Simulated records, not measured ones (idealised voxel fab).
process module | voxel capacitor over wiring
cross-section cut | 155 nm wide | cells 5 nm
A cross-section is a grid of square cells, given in bands from the top down. A band is one or more rows of cells.
Each band's line starts with the height of the band's top and of its bottom, in nm. Then come its materials from left to right, each with its width in nm. One material with "throughout" fills the band from edge to edge. "air" is empty space.
Height 0 is the level under which the wafer as received is all one material. The lowest band goes on downwards, as in "0 down".
A width such as "30 to 40" changes by the same amount from each row of cells to the next, from the band's top row to its bottom row.
"no change" after a step means that no cell of the cross-section changed.
closed voids: empty space of 8 cells or more with no open way to the top, each as width x height at its distance from the left edge, in nm
after a step's settings: what the simulator itself notes on the step
overlay nm, on a step with a mask: how far to the right of its planned place the mask lay; to the left if negative
plan
1 op RECEIVE | material Si
2 op CONFORMAL_DEP | material SiO2 | thk nm 15
3 op DIRECTIONAL_DEP | material TiN | thk nm 5
4 op DIRECTIONAL_DEP | material Ru | thk nm 15
5 op DIRECTIONAL_DEP | material aC | thk nm 15
6 op PATTERN | tone cover | mask id METAL_1 | material resist | width nm 25 | pitch nm 95 | thk nm 35 | overlay nm 0
7 op DIRECTIONAL_ETCH | etch materials aC | depth nm 15
8 op STRIP | etch materials resist
9 op DIRECTIONAL_ETCH | etch materials Ru | depth nm 15
10 op DIRECTIONAL_ETCH | etch materials TiN | depth nm 5
11 op STRIP | etch materials aC
12 op CONFORMAL_DEP | material SiCN | thk nm 5
13 op FILL_DEP | material lowk | thk nm 10
14 op CMP | height nm 35
15 op CONFORMAL_DEP | material SiCN | thk nm 5
16 op DIRECTIONAL_DEP | material SiO2 | thk nm 20
17 op DIRECTIONAL_DEP | material aC | thk nm 10
18 op PATTERN | tone open | mask id PLUG_1 | material resist | width nm 15 | thk nm 25 | overlay nm 0
19 op DIRECTIONAL_ETCH | etch materials aC | depth nm 10
20 op STRIP | etch materials resist
21 op DIRECTIONAL_ETCH | etch materials SiO2 | depth nm 20
22 op DIRECTIONAL_ETCH | etch materials SiCN | depth nm 5
23 op STRIP | etch materials aC
24 op EPI | material Ru | thk nm 10
25 op EPI | material Ru | thk nm 10
26 op EPI | material Ru | thk nm 5
27 op DIRECTIONAL_DEP | material TiN | thk nm 10
28 op DIRECTIONAL_DEP | material Al2O3 | thk nm 5
29 op DIRECTIONAL_DEP | material TiN | thk nm 10
30 op PATTERN | tone cover | mask id UPPER_PLATE | material resist | width nm 75 | thk nm 15 | overlay nm 0
31 op DIRECTIONAL_ETCH | etch materials TiN | depth nm 10
32 op DIRECTIONAL_ETCH | etch materials Al2O3 | depth nm 5
33 op STRIP | etch materials resist
34 op DIRECTIONAL_DEP | material aC | thk nm 10
35 op PATTERN | tone cover | mask id LOWER_PLATE | material resist | width nm 85 | thk nm 30 | overlay nm 0
36 op DIRECTIONAL_ETCH | etch materials aC | depth nm 10
37 op STRIP | etch materials resist
38 op DIRECTIONAL_ETCH | etch materials TiN | depth nm 10
39 op STRIP | etch materials aC
40 op FILL_DEP | material SiO2 | thk nm 15
41 op CMP | height nm 95
42 op MASKED_ETCH | tone open | mask id PLUG_2 | width nm 15 | etch materials SiO2 | depth nm 10 | overlay nm 0
43 op CONFORMAL_DEP | material TiN | thk nm 5
44 op FILL_DEP | material W | thk nm 5
45 op CMP | height nm 95
46 op CONFORMAL_DEP | material SiCN | thk nm 5
first wafer, as planned
as received, after step 1
  0 down: Si throughout
  closed voids: none
after step 2
  15 to 0: SiO2 throughout
  below 0: unchanged
after step 3
  20 to 15: TiN throughout
  below 15: unchanged
after step 4
  35 to 20: Ru throughout
  below 20: unchanged
after step 5
  50 to 35: aC throughout
  below 35: unchanged
after step 6
  85 to 50: air 15 | resist 25 | air 70 | resist 25 | air 20
  below 50: unchanged
after step 7
  70 to 50: air 15 | resist 25 | air 70 | resist 25 | air 20
  50 to 35: air 15 | aC 25 | air 70 | aC 25 | air 20
  below 35: unchanged
after step 8
  50 to 35: air 15 | aC 25 | air 70 | aC 25 | air 20
  below 35: unchanged
after step 9
  50 to 35: air 15 | aC 25 | air 70 | aC 25 | air 20
  35 to 20: air 15 | Ru 25 | air 70 | Ru 25 | air 20
  below 20: unchanged
after step 10
  50 to 35: air 15 | aC 25 | air 70 | aC 25 | air 20
  35 to 20: air 15 | Ru 25 | air 70 | Ru 25 | air 20
  20 to 15: air 15 | TiN 25 | air 70 | TiN 25 | air 20
  below 15: unchanged
after step 11
  35 to 20: air 15 | Ru 25 | air 70 | Ru 25 | air 20
  below 20: unchanged
after step 12
  40 to 35: air 10 | SiCN 35 | air 60 | SiCN 35 | air 15
  35 to 20: air 10 | SiCN 5 | Ru 25 | SiCN 5 | air 60 | SiCN 5 | Ru 25 | SiCN 5 | air 15
  20 to 15: SiCN 15 | TiN 25 | SiCN 70 | TiN 25 | SiCN 20
  below 15: unchanged
after step 13
  50 to 40: lowk throughout
  40 to 35: lowk 10 | SiCN 35 | lowk 60 | SiCN 35 | lowk 15
  35 to 20: lowk 10 | SiCN 5 | Ru 25 | SiCN 5 | lowk 60 | SiCN 5 | Ru 25 | SiCN 5 | lowk 15
  below 20: unchanged
after step 14
  35 to 20: lowk 10 | SiCN 5 | Ru 25 | SiCN 5 | lowk 60 | SiCN 5 | Ru 25 | SiCN 5 | lowk 15
  below 20: unchanged
after step 15
  40 to 35: SiCN throughout
  below 35: unchanged
after step 16
  60 to 40: SiO2 throughout
  below 40: unchanged
after step 17
  70 to 60: aC throughout
  below 60: unchanged
after step 18
  95 to 70: resist 25 | air 15 | resist 115
  below 70: unchanged
after step 19
  85 to 70: resist 25 | air 15 | resist 115
  70 to 60: aC 25 | air 15 | aC 115
  below 60: unchanged
after step 20
  70 to 60: aC 25 | air 15 | aC 115
  below 60: unchanged
after step 21
  70 to 60: aC 25 | air 15 | aC 115
  60 to 40: SiO2 25 | air 15 | SiO2 115
  below 40: unchanged
after step 22
  70 to 60: aC 25 | air 15 | aC 115
  60 to 40: SiO2 25 | air 15 | SiO2 115
  40 to 35: SiCN 25 | air 15 | SiCN 115
  below 35: unchanged
after step 23
  60 to 40: SiO2 25 | air 15 | SiO2 115
  below 40: unchanged
after step 24
  60 to 45: SiO2 25 | air 15 | SiO2 115
  45 to 40: SiO2 25 | Ru 15 | SiO2 115
  40 to 35: SiCN 25 | Ru 15 | SiCN 115
  below 35: unchanged
after step 25
  60 to 55: SiO2 25 | air 15 | SiO2 115
  55 to 40: SiO2 25 | Ru 15 | SiO2 115
  below 40: unchanged
after step 26
  60 to 40: SiO2 25 | Ru 15 | SiO2 115
  below 40: unchanged
after step 27
  70 to 60: TiN throughout
  below 60: unchanged
after step 28
  75 to 70: Al2O3 throughout
  below 70: unchanged
after step 29
  85 to 75: TiN throughout
  below 75: unchanged
after step 30
  100 to 85: air 25 | resist 75 | air 55
  below 85: unchanged
after step 31
  100 to 85: air 25 | resist 75 | air 55
  85 to 75: air 25 | TiN 75 | air 55
  below 75: unchanged
after step 32
  100 to 85: air 25 | resist 75 | air 55
  85 to 75: air 25 | TiN 75 | air 55
  75 to 70: air 25 | Al2O3 75 | air 55
  below 70: unchanged
after step 33
  85 to 75: air 25 | TiN 75 | air 55
  below 75: unchanged
after step 34
  95 to 85: air 25 | aC 75 | air 55
  85 to 80: air 25 | TiN 75 | air 55
  80 to 75: aC 25 | TiN 75 | aC 55
  75 to 70: aC 25 | Al2O3 75 | aC 55
  below 70: unchanged
after step 35
  125 to 95: air 20 | resist 85 | air 50
  95 to 85: air 20 | resist 5 | aC 75 | resist 5 | air 50
  85 to 80: air 20 | resist 5 | TiN 75 | resist 5 | air 50
  below 80: unchanged
after step 36
  115 to 95: air 20 | resist 85 | air 50
  95 to 85: air 20 | resist 5 | aC 75 | resist 5 | air 50
  85 to 80: air 20 | resist 5 | TiN 75 | resist 5 | air 50
  80 to 75: air 20 | aC 5 | TiN 75 | aC 5 | air 50
  75 to 70: air 20 | aC 5 | Al2O3 75 | aC 5 | air 50
  below 70: unchanged
after step 37
  95 to 85: air 25 | aC 75 | air 55
  85 to 80: air 25 | TiN 75 | air 55
  below 80: unchanged
after step 38
  95 to 85: air 25 | aC 75 | air 55
  85 to 80: air 25 | TiN 75 | air 55
  80 to 75: air 20 | aC 5 | TiN 75 | aC 5 | air 50
  75 to 70: air 20 | aC 5 | Al2O3 75 | aC 5 | air 50
  70 to 60: air 20 | TiN 85 | air 50
  below 60: unchanged
after step 39
  85 to 75: air 25 | TiN 75 | air 55
  75 to 70: air 25 | Al2O3 75 | air 55
  below 70: unchanged
after step 40
  100 to 85: SiO2 throughout
  85 to 75: SiO2 25 | TiN 75 | SiO2 55
  75 to 70: SiO2 25 | Al2O3 75 | SiO2 55
  70 to 60: SiO2 20 | TiN 85 | SiO2 50
  below 60: unchanged
after step 41
  95 to 85: SiO2 throughout
  below 85: unchanged
after step 42
  95 to 85: SiO2 35 | air 15 | SiO2 105
  below 85: unchanged
after step 43
  100 to 95: TiN 40 | air 5 | TiN 110
  95 to 90: SiO2 35 | TiN 5 | air 5 | TiN 5 | SiO2 105
  90 to 85: SiO2 35 | TiN 15 | SiO2 105
  below 85: unchanged
after step 44
  105 to 100: W throughout
  100 to 95: TiN 40 | W 5 | TiN 110
  95 to 90: SiO2 35 | TiN 5 | W 5 | TiN 5 | SiO2 105
  below 90: unchanged
after step 45
  95 to 90: SiO2 35 | TiN 5 | W 5 | TiN 5 | SiO2 105
  below 90: unchanged
after step 46
  100 to 95: SiCN throughout
  below 95: unchanged
second wafer: like start, like plan, one mistake. Through step 23 it matches the first wafer
when step 25 should have ended
  60 to 45: SiO2 25 | air 15 | SiO2 115
  45 to 40: SiO2 25 | Ru 15 | SiO2 115
  40 to 35: SiCN 25 | Ru 15 | SiCN 115
  below 35: unchanged
when step 26 should have ended
  60 to 50: SiO2 25 | air 15 | SiO2 115
  50 to 40: SiO2 25 | Ru 15 | SiO2 115
  below 40: unchanged
when step 27 should have ended
  70 to 60: TiN 25 | air 15 | TiN 115
  60 to 50: SiO2 25 | TiN 15 | SiO2 115
  below 50: unchanged
when step 28 should have ended
  75 to 70: Al2O3 25 | air 15 | Al2O3 115
  70 to 65: TiN 25 | air 15 | TiN 115
  65 to 60: TiN 25 | Al2O3 15 | TiN 115
  below 60: unchanged
when step 29 should have ended
  85 to 75: TiN 25 | air 15 | TiN 115
  75 to 70: Al2O3 25 | TiN 15 | Al2O3 115
  70 to 65: TiN throughout
  below 65: unchanged
when step 30 should have ended
  100 to 85: air 25 | resist 75 | air 55
  85 to 75: TiN 25 | resist 15 | TiN 115
  below 75: unchanged
when step 31 should have ended
  100 to 85: air 25 | resist 75 | air 55
  85 to 75: air 25 | resist 15 | TiN 60 | air 55
  below 75: unchanged
when step 32 should have ended
  100 to 85: air 25 | resist 75 | air 55
  85 to 75: air 25 | resist 15 | TiN 60 | air 55
  75 to 70: air 25 | TiN 15 | Al2O3 60 | air 55
  below 70: unchanged
when step 33 should have ended
  85 to 75: air 40 | TiN 60 | air 55
  below 75: unchanged
when step 34 should have ended
  95 to 85: air 40 | aC 60 | air 55
  85 to 80: air 25 | aC 15 | TiN 60 | air 55
  80 to 75: aC 40 | TiN 60 | aC 55
  75 to 70: aC 25 | TiN 15 | Al2O3 60 | aC 55
  below 70: unchanged
when step 35 should have ended
  125 to 95: air 20 | resist 85 | air 50
  95 to 85: air 20 | resist 20 | aC 60 | resist 5 | air 50
  85 to 80: air 20 | resist 5 | aC 15 | TiN 60 | resist 5 | air 50
  below 80: unchanged
when step 36 should have ended
  115 to 95: air 20 | resist 85 | air 50
  95 to 85: air 20 | resist 20 | aC 60 | resist 5 | air 50
  85 to 80: air 20 | resist 5 | aC 15 | TiN 60 | resist 5 | air 50
  80 to 75: air 20 | aC 20 | TiN 60 | aC 5 | air 50
  75 to 70: air 20 | aC 5 | TiN 15 | Al2O3 60 | aC 5 | air 50
  below 70: unchanged
when step 37 should have ended
  95 to 85: air 40 | aC 60 | air 55
  85 to 80: air 25 | aC 15 | TiN 60 | air 55
  below 80: unchanged
when step 38 should have ended
  95 to 85: air 40 | aC 60 | air 55
  85 to 80: air 25 | aC 15 | TiN 60 | air 55
  80 to 75: air 20 | aC 20 | TiN 60 | aC 5 | air 50
  75 to 70: air 20 | aC 5 | TiN 15 | Al2O3 60 | aC 5 | air 50
  70 to 65: air 20 | TiN 85 | air 50
  65 to 60: air 20 | TiN 5 | Al2O3 15 | TiN 65 | air 50
  below 60: unchanged
when step 39 should have ended
  85 to 75: air 40 | TiN 60 | air 55
  75 to 70: air 25 | TiN 15 | Al2O3 60 | air 55
  below 70: unchanged
when step 40 should have ended
  100 to 85: SiO2 throughout
  85 to 75: SiO2 40 | TiN 60 | SiO2 55
  75 to 70: SiO2 25 | TiN 15 | Al2O3 60 | SiO2 55
  70 to 65: SiO2 20 | TiN 85 | SiO2 50
  65 to 60: SiO2 20 | TiN 5 | Al2O3 15 | TiN 65 | SiO2 50
  below 60: unchanged
when step 41 should have ended
  95 to 85: SiO2 throughout
  below 85: unchanged
when step 42 should have ended
  95 to 85: SiO2 35 | air 15 | SiO2 105
  below 85: unchanged
when step 43 should have ended
  100 to 95: TiN 40 | air 5 | TiN 110
  95 to 90: SiO2 35 | TiN 5 | air 5 | TiN 5 | SiO2 105
  90 to 85: SiO2 35 | TiN 15 | SiO2 105
  below 85: unchanged
when step 44 should have ended
  105 to 100: W throughout
  100 to 95: TiN 40 | W 5 | TiN 110
  95 to 90: SiO2 35 | TiN 5 | W 5 | TiN 5 | SiO2 105
  below 90: unchanged
when step 45 should have ended
  95 to 90: SiO2 35 | TiN 5 | W 5 | TiN 5 | SiO2 105
  below 90: unchanged
when step 46 should have ended
  100 to 95: SiCN throughout
  below 95: unchanged
what went wrong: one of the steps 24 and 25, which are alike, was left out
at the end the second wafer has, in cells: 6 fewer of Ru | 6 more of SiO2
